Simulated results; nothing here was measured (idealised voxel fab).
This section sets out a process module, namely voxel self aligned contacts.
Cross-section cut: width 290 nm, square cells of 5 nm.
Square cells in a grid make up a cross-section in this document, and the grid is given as bands, listed from the top down, each one or more rows of cells.
Band: top height; bottom height; in nm. Then, left to right: material with width in nm, for each material. "full width": a single material spanning edge to edge. "empty": empty space.
All heights in this document are referenced to 0, defined as the level beneath which the wafer, as received, consists entirely of one material. The lowest band is not bounded below; it extends indefinitely downward and is written in the form "0 nm and below".
Graded width ("30 to 40"): value in top row of band = first number; value in bottom row = second number; row-to-row change constant.
You'll sometimes find "no modifications" written for a step, and that's the way of saying that nowhere in the cross-section did a cell change during that step.
Basically, "Enclosed void list" tells you about the enclosed voids: empty spaces with no open way to the top, 8 cells or bigger, each written width x height at distance, where distance is from the left edge, all in nm.
That trailing text on a step's line, after the settings, is the simulator's own remark on the step.
"overlay nm" denotes, for a step that has a mask, the displacement of the mask to the right of its planned place, with negative values corresponding to the left.

The planned process steps are enumerated hereunder
1) RECEIVE,material Si
2) CONFORMAL_DEP,material SiO2,thk nm 5
3) DIRECTIONAL_DEP,material polySi,thk nm 25
4) DIRECTIONAL_DEP,material SiN,thk nm 20
5) DIRECTIONAL_DEP,material aC,thk nm 10
6) PATTERN,tone cover,mask id GATE,material resist,width nm 35,pitch nm 60,thk nm 25,overlay nm 0
7) DIRECTIONAL_ETCH,etch materials aC,depth nm 10
8) STRIP,etch materials resist
9) DIRECTIONAL_ETCH,etch materials SiN,depth nm 20
10) DIRECTIONAL_ETCH,etch materials polySi,depth nm 25
11) STRIP,etch materials aC
12) CONFORMAL_DEP,material SiN,thk nm 5
13) DIRECTIONAL_ETCH,etch materials SiN,depth nm 5
14) FILL_DEP,material SiO2,thk nm 10
15) CMP,height nm 55
16) MASKED_ETCH,tone open,mask id CONTACT,width nm 35,etch materials SiO2,depth nm 55,overlay nm 0
17) CONFORMAL_DEP,material TiN,thk nm 5
18) FILL_DEP,material W,thk nm 5
19) CMP,height nm 55
20) CONFORMAL_DEP,material SiN,thk nm 5

First of the two wafers, run per plan

Cross-section of the wafer as it came to us, i.e., already through step 1
- 0 nm and below: Si full width
- Enclosed void list: none

Wafer xsec, post step 2
- 5 nm to 0 nm: SiO2 full width
- Below 0 it's all the same as before, nothing changed down there.

Wafer xsec, post step 3
- 30 nm to 5 nm: polySi full width
- Below 5 it's all the same as before, nothing changed down there.

Wafer xsec, post step 4
- 50 nm to 30 nm: SiN full width
- Below 30 it's all the same as before, nothing changed down there.

Wafer xsec, post step 5
- 60 nm to 50 nm: aC full width
- Below 50 it's all the same as before, nothing changed down there.

Wafer xsec, post step 6
- 85 nm to 60 nm: 95 of empty; 35 of resist; 25 of empty; 35 of resist; 100 of empty
- Below 60 it's all the same as before, nothing changed down there.

Wafer xsec, post step 7
- 75 nm to 60 nm: 95 of empty; 35 of resist; 25 of empty; 35 of resist; 100 of empty
- 60 nm to 50 nm: 95 of empty; 35 of aC; 25 of empty; 35 of aC; 100 of empty
- Below 50 it's all the same as before, nothing changed down there.

Wafer xsec, post step 8
- 60 nm to 50 nm: 95 of empty; 35 of aC; 25 of empty; 35 of aC; 100 of empty
- Below 50 it's all the same as before, nothing changed down there.

Wafer xsec, post step 9
- 60 nm to 50 nm: 95 of empty; 35 of aC; 25 of empty; 35 of aC; 100 of empty
- 50 nm to 30 nm: 95 of empty; 35 of SiN; 25 of empty; 35 of SiN; 100 of empty
- Below 30 it's all the same as before, nothing changed down there.

Wafer xsec, post step 10
- 60 nm to 50 nm: 95 of empty; 35 of aC; 25 of empty; 35 of aC; 100 of empty
- 50 nm to 30 nm: 95 of empty; 35 of SiN; 25 of empty; 35 of SiN; 100 of empty
- 30 nm to 5 nm: 95 of empty; 35 of polySi; 25 of empty; 35 of polySi; 100 of empty
- Below 5 it's all the same as before, nothing changed down there.

Wafer xsec, post step 11
- 50 nm to 30 nm: 95 of empty; 35 of SiN; 25 of empty; 35 of SiN; 100 of empty
- Below 30 it's all the same as before, nothing changed down there.

Wafer xsec, post step 12
- 55 nm to 30 nm: 90 of empty; 45 of SiN; 15 of empty; 45 of SiN; 95 of empty
- 30 nm to 10 nm: 90 of empty; 5 of SiN; 35 of polySi; 5 of SiN; 15 of empty; 5 of SiN; 35 of polySi; 5 of SiN; 95 of empty
- 10 nm to 5 nm: 95 of SiN; 35 of polySi; 25 of SiN; 35 of polySi; 100 of SiN
- Below 5 it's all the same as before, nothing changed down there.

Wafer xsec, post step 13
- 50 nm to 30 nm: 90 of empty; 45 of SiN; 15 of empty; 45 of SiN; 95 of empty
- 30 nm to 5 nm: 90 of empty; 5 of SiN; 35 of polySi; 5 of SiN; 15 of empty; 5 of SiN; 35 of polySi; 5 of SiN; 95 of empty
- Below 5 it's all the same as before, nothing changed down there.

Wafer xsec, post step 14
- 60 nm to 50 nm: SiO2 full width
- 50 nm to 30 nm: 90 of SiO2; 45 of SiN; 15 of SiO2; 45 of SiN; 95 of SiO2
- 30 nm to 5 nm: 90 of SiO2; 5 of SiN; 35 of polySi; 5 of SiN; 15 of SiO2; 5 of SiN; 35 of polySi; 5 of SiN; 95 of SiO2
- Below 5 it's all the same as before, nothing changed down there.

Wafer xsec, post step 15
- 55 nm to 50 nm: SiO2 full width
- Below 50 it's all the same as before, nothing changed down there.

Wafer xsec, post step 16
- 55 nm to 50 nm: 125 of SiO2; 35 of empty; 130 of SiO2
- 50 nm to 30 nm: 90 of SiO2; 45 of SiN; 15 of empty; 45 of SiN; 95 of SiO2
- 30 nm to 5 nm: 90 of SiO2; 5 of SiN; 35 of polySi; 5 of SiN; 15 of empty; 5 of SiN; 35 of polySi; 5 of SiN; 95 of SiO2
- 5 nm to 0 nm: 135 of SiO2; 15 of empty; 140 of SiO2
- Below 0 it's all the same as before, nothing changed down there.

Wafer xsec, post step 17
- 60 nm to 55 nm: 130 of TiN; 25 of empty; 135 of TiN
- 55 nm to 50 nm: 125 of SiO2; 15 of TiN; 5 of empty; 15 of TiN; 130 of SiO2
- 50 nm to 30 nm: 90 of SiO2; 45 of SiN; 5 of TiN; 5 of empty; 5 of TiN; 45 of SiN; 95 of SiO2
- 30 nm to 5 nm: 90 of SiO2; 5 of SiN; 35 of polySi; 5 of SiN; 5 of TiN; 5 of empty; 5 of TiN; 5 of SiN; 35 of polySi; 5 of SiN; 95 of SiO2
- 5 nm to 0 nm: 135 of SiO2; 15 of TiN; 140 of SiO2
- Below 0 it's all the same as before, nothing changed down there.

Wafer xsec, post step 18
- 65 nm to 60 nm: W full width
- 60 nm to 55 nm: 130 of TiN; 25 of W; 135 of TiN
- 55 nm to 50 nm: 125 of SiO2; 15 of TiN; 5 of W; 15 of TiN; 130 of SiO2
- 50 nm to 30 nm: 90 of SiO2; 45 of SiN; 5 of TiN; 5 of W; 5 of TiN; 45 of SiN; 95 of SiO2
- 30 nm to 5 nm: 90 of SiO2; 5 of SiN; 35 of polySi; 5 of SiN; 5 of TiN; 5 of W; 5 of TiN; 5 of SiN; 35 of polySi; 5 of SiN; 95 of SiO2
- Below 5 it's all the same as before, nothing changed down there.

Wafer xsec, post step 19
- 55 nm to 50 nm: 125 of SiO2; 15 of TiN; 5 of W; 15 of TiN; 130 of SiO2
- Below 50 it's all the same as before, nothing changed down there.

Wafer xsec, post step 20
- 60 nm to 55 nm: SiN full width
- Below 55 it's all the same as before, nothing changed down there.

Here the second wafer is described. Its start and its plan were those of the first wafer. Its run contained one mistake. Up to and including step 11, it did exactly what the first wafer did

Second wafer at the planned finish of step 12, seen in cross-section
- 45 nm to 30 nm: 95 of empty; 35 of SiN; 25 of empty; 35 of SiN; 100 of empty
- Below 30 it's all the same as before, nothing changed down there.

Second wafer at the planned finish of step 13, seen in cross-section
- 50 nm to 30 nm: 90 of empty; 45 of SiN; 15 of empty; 45 of SiN; 95 of empty
- 30 nm to 10 nm: 90 of empty; 5 of SiN; 35 of polySi; 5 of SiN; 15 of empty; 5 of SiN; 35 of polySi; 5 of SiN; 95 of empty
- 10 nm to 5 nm: 95 of SiN; 35 of polySi; 25 of SiN; 35 of polySi; 100 of SiN
- Below 5 it's all the same as before, nothing changed down there.

Second wafer at the planned finish of step 14, seen in cross-section
- 60 nm to 50 nm: SiO2 full width
- 50 nm to 30 nm: 90 of SiO2; 45 of SiN; 15 of SiO2; 45 of SiN; 95 of SiO2
- 30 nm to 10 nm: 90 of SiO2; 5 of SiN; 35 of polySi; 5 of SiN; 15 of SiO2; 5 of SiN; 35 of polySi; 5 of SiN; 95 of SiO2
- Below 10 it's all the same as before, nothing changed down there.

Second wafer at the planned finish of step 15, seen in cross-section
- 55 nm to 50 nm: SiO2 full width
- Below 50 it's all the same as before, nothing changed down there.

Second wafer at the planned finish of step 16, seen in cross-section
- 55 nm to 50 nm: 125 of SiO2; 35 of empty; 130 of SiO2
- 50 nm to 30 nm: 90 of SiO2; 45 of SiN; 15 of empty; 45 of SiN; 95 of SiO2
- 30 nm to 10 nm: 90 of SiO2; 5 of SiN; 35 of polySi; 5 of SiN; 15 of empty; 5 of SiN; 35 of polySi; 5 of SiN; 95 of SiO2
- Below 10 it's all the same as before, nothing changed down there.

Second wafer at the planned finish of step 17, seen in cross-section
- 60 nm to 55 nm: 130 of TiN; 25 of empty; 135 of TiN
- 55 nm to 50 nm: 125 of SiO2; 15 of TiN; 5 of empty; 15 of TiN; 130 of SiO2
- 50 nm to 30 nm: 90 of SiO2; 45 of SiN; 5 of TiN; 5 of empty; 5 of TiN; 45 of SiN; 95 of SiO2
- 30 nm to 15 nm: 90 of SiO2; 5 of SiN; 35 of polySi; 5 of SiN; 5 of TiN; 5 of empty; 5 of TiN; 5 of SiN; 35 of polySi; 5 of SiN; 95 of SiO2
- 15 nm to 10 nm: 90 of SiO2; 5 of SiN; 35 of polySi; 5 of SiN; 15 of TiN; 5 of SiN; 35 of polySi; 5 of SiN; 95 of SiO2
- Below 10 it's all the same as before, nothing changed down there.

Second wafer at the planned finish of step 18, seen in cross-section
- 65 nm to 60 nm: W full width
- 60 nm to 55 nm: 130 of TiN; 25 of W; 135 of TiN
- 55 nm to 50 nm: 125 of SiO2; 15 of TiN; 5 of W; 15 of TiN; 130 of SiO2
- 50 nm to 30 nm: 90 of SiO2; 45 of SiN; 5 of TiN; 5 of W; 5 of TiN; 45 of SiN; 95 of SiO2
- 30 nm to 15 nm: 90 of SiO2; 5 of SiN; 35 of polySi; 5 of SiN; 5 of TiN; 5 of W; 5 of TiN; 5 of SiN; 35 of polySi; 5 of SiN; 95 of SiO2
- Below 15 it's all the same as before, nothing changed down there.

Second wafer at the planned finish of step 19, seen in cross-section
- 55 nm to 50 nm: 125 of SiO2; 15 of TiN; 5 of W; 15 of TiN; 130 of SiO2
- Below 50 it's all the same as before, nothing changed down there.

Second wafer at the planned finish of step 20, seen in cross-section
- 60 nm to 55 nm: SiN full width
- Below 55 it's all the same as before, nothing changed down there.
Heads up, the wafer didn't run the way we planned it: order of steps 12 and 13 inverted relative to the plan
End of process, cell counts, second wafer against first, materials with more or fewer: SiN: 40 more; SiO2: 34 fewer; TiN: 4 fewer; W: 2 fewer
